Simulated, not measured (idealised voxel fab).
Process module name: voxel transistor to metal
Shown is cross-section cut, with a width of 160 nm and square cells of size 5 nm.
A cross-section in this document is a grid of square cells, and it is written down as bands, the top band listed before the ones below it; a band is made up of one or more rows of cells. Look at the band entry: it leads with the top's height and the bottom's height in nm. Then it lists the materials left to right, with a width in nm for each. The word "all across" on a single material says that material fills the band edge to edge. The word "air" is empty space. For the purposes of this specification, 0 denotes the height below which the wafer in its as-received condition is composed wholly of one material, and the lowermost band, lacking a lower limit, extends downward without end, as expressed in "top 0, no bottom". A width given as "30 to 40" starts at the first number in the band's top row and ends at the second number in its bottom row, shifting by an equal amount at every step from row to row. "no alterations made" for a step: no cell of the cross-section changed in that step. "Cavities, sealed" lists enclosed empty spaces (at least 8 cells, no open path upward to the top), each as width x height at distance from the left edge, in nm. Formally, on a step line, whatever follows the settings is a remark that the simulator itself makes on the step. Each step line may optionally specify "overlay nm", which for a step with a mask gives the rightward distance between the mask's planned place and where it lay, a negative value indicating the leftward direction.

-- Steps in the process plan
- 1: RECEIVE (material Si)
- 2: OXIDIZE (depth nm 5)
- 3: CONFORMAL_DEP (material SiN; thk nm 15)
- 4: DIRECTIONAL_DEP (material aC; thk nm 10)
- 5: PATTERN (tone cover; mask id ACTIVE; material resist; width nm 125; thk nm 25; overlay nm 0)
- 6: DIRECTIONAL_ETCH (etch materials aC; depth nm 10)
- 7: STRIP (etch materials resist)
- 8: DIRECTIONAL_ETCH (etch materials SiN; depth nm 15)
- 9: DIRECTIONAL_ETCH (etch materials SiO2; depth nm 5)
- 10: DIRECTIONAL_ETCH (etch materials Si; depth nm 20)
- 11: STRIP (etch materials aC)
- 12: FILL_DEP (material SiO2; thk nm 5)
- 13: CMP (height nm 15)
- 14: SELECTIVE_ETCH (etch materials SiO2; depth nm 15)
- 15: STRIP (etch materials SiN)
- 16: SELECTIVE_ETCH (etch materials SiO2; depth nm 5)
- 17: OXIDIZE (depth nm 5)
- 18: DIRECTIONAL_DEP (material polySi; thk nm 25)
- 19: DIRECTIONAL_DEP (material SiCN; thk nm 15)
- 20: MASKED_ETCH (tone cover; mask id GATE; width nm 35; etch materials SiCN; depth nm 25; overlay nm 0)
- 21: MASKED_ETCH (tone cover; mask id GATE; width nm 35; etch materials polySi; depth nm 35; overlay nm 0)
- 22: CONFORMAL_DEP (material SiN; thk nm 5)
- 23: DIRECTIONAL_ETCH (etch materials SiN; depth nm 5)
- 24: DIRECTIONAL_ETCH (etch materials SiO2; depth nm 5)
- 25: DIRECTIONAL_ETCH (etch materials Si; depth nm 15)
- 26: EPI (material pSi; thk nm 20)
- 27: FILL_DEP (material SiO2; thk nm 10)
- 28: CMP (height nm 20)
- 29: STRIP (etch materials polySi)
- 30: SELECTIVE_ETCH (etch materials SiO2; depth nm 5)
- 31: CONFORMAL_DEP (material HfO2; thk nm 5)
- 32: CONFORMAL_DEP (material TiN; thk nm 5)
- 33: FILL_DEP (material W; thk nm 5)
- 34: CMP (height nm 15)
- 35: DIRECTIONAL_DEP (material SiO2; thk nm 10)
- 36: DIRECTIONAL_DEP (material aC; thk nm 10)
- 37: PATTERN (tone open; mask id CONTACT; material resist; width nm 20; pitch nm 95; thk nm 25; overlay nm 0)
- 38: DIRECTIONAL_ETCH (etch materials aC; depth nm 10)
- 39: STRIP (etch materials resist)
- 40: DIRECTIONAL_ETCH (etch materials SiO2; depth nm 30)
- 41: STRIP (etch materials aC)
- 42: CONFORMAL_DEP (material TiN; thk nm 5)
- 43: FILL_DEP (material Ru; thk nm 5)
- 44: CMP (height nm 25)
- 45: DIRECTIONAL_DEP (material TiN; thk nm 5)
- 46: DIRECTIONAL_DEP (material W; thk nm 20)
- 47: MASKED_ETCH (tone cover; mask id METAL_1; width nm 20; pitch nm 95; etch materials W; depth nm 20; overlay nm 0)
- 48: MASKED_ETCH (tone cover; mask id METAL_1; width nm 20; pitch nm 95; etch materials TiN; depth nm 5; overlay nm 0)
- 49: CONFORMAL_DEP (material SiCN; thk nm 5)
- 50: FILL_DEP (material lowk; thk nm 10)
- 51: CMP (height nm 50)
- 52: CONFORMAL_DEP (material SiN; thk nm 5)

-- Received-state cross-section, reflecting completion of step 1
top 0, no bottom  Si all across
Cavities, sealed: none

-- Look at the cross-section after the module: the wafer started out the way shown above and the plan was the one shown above, yet one mistake was made along the way
top 55, bottom 50  SiN all across
top 50, bottom 30  15 nm lowk, then 5 nm SiCN, then 25 nm W, then 5 nm SiCN, then 60 nm lowk, then 5 nm SiCN, then 25 nm W, then 5 nm SiCN, then 15 nm lowk
top 30, bottom 25  20 nm SiCN, then 25 nm TiN, then 70 nm SiCN, then 25 nm TiN, then 20 nm SiCN
top 25, bottom 15  20 nm SiO2, then 5 nm TiN, then 10 nm Ru, then 5 nm TiN, then 75 nm SiO2, then 5 nm TiN, then 10 nm Ru, then 5 nm TiN, then 25 nm SiO2
top 15, bottom 10  20 nm SiO2, then 5 nm TiN, then 5 nm Ru, then 10 nm TiN, then 15 nm SiO2, then 5 nm SiN, then 5 nm HfO2, then 5 nm TiN, then 15 nm W, then 5 nm TiN, then 5 nm HfO2, then 5 nm SiN, then 15 nm SiO2, then 10 nm TiN, then 5 nm Ru, then 5 nm TiN, then 25 nm SiO2
top 10, bottom 0  20 nm SiO2, then 5 nm TiN, then 5 nm Ru, then 5 nm TiN, then 20 nm pSi, then 5 nm SiN, then 5 nm HfO2, then 5 nm TiN, then 15 nm W, then 5 nm TiN, then 5 nm HfO2, then 5 nm SiN, then 20 nm pSi, then 5 nm TiN, then 5 nm Ru, then 5 nm TiN, then 25 nm SiO2
top 0, bottom -5  20 nm SiO2, then 15 nm TiN, then 20 nm pSi, then 5 nm SiN, then 5 nm HfO2, then 25 nm TiN, then 5 nm HfO2, then 5 nm SiN, then 20 nm pSi, then 15 nm TiN, then 25 nm SiO2
top -5, bottom -10  10 nm SiO2, then 45 nm pSi, then 45 nm HfO2, then 45 nm pSi, then 15 nm SiO2
top -10, bottom -25  15 nm SiO2, then 40 nm pSi, then 45 nm Si, then 40 nm pSi, then 20 nm SiO2
top -25, no bottom  Si all across
Cavities, sealed: none
Misprocessing identified: note that step 47 departed from the planned setting and was carried out as MASKED_ETCH (tone cover; mask id METAL_1; width nm 25; pitch nm 95; etch materials W; depth nm 20; overlay nm 0)
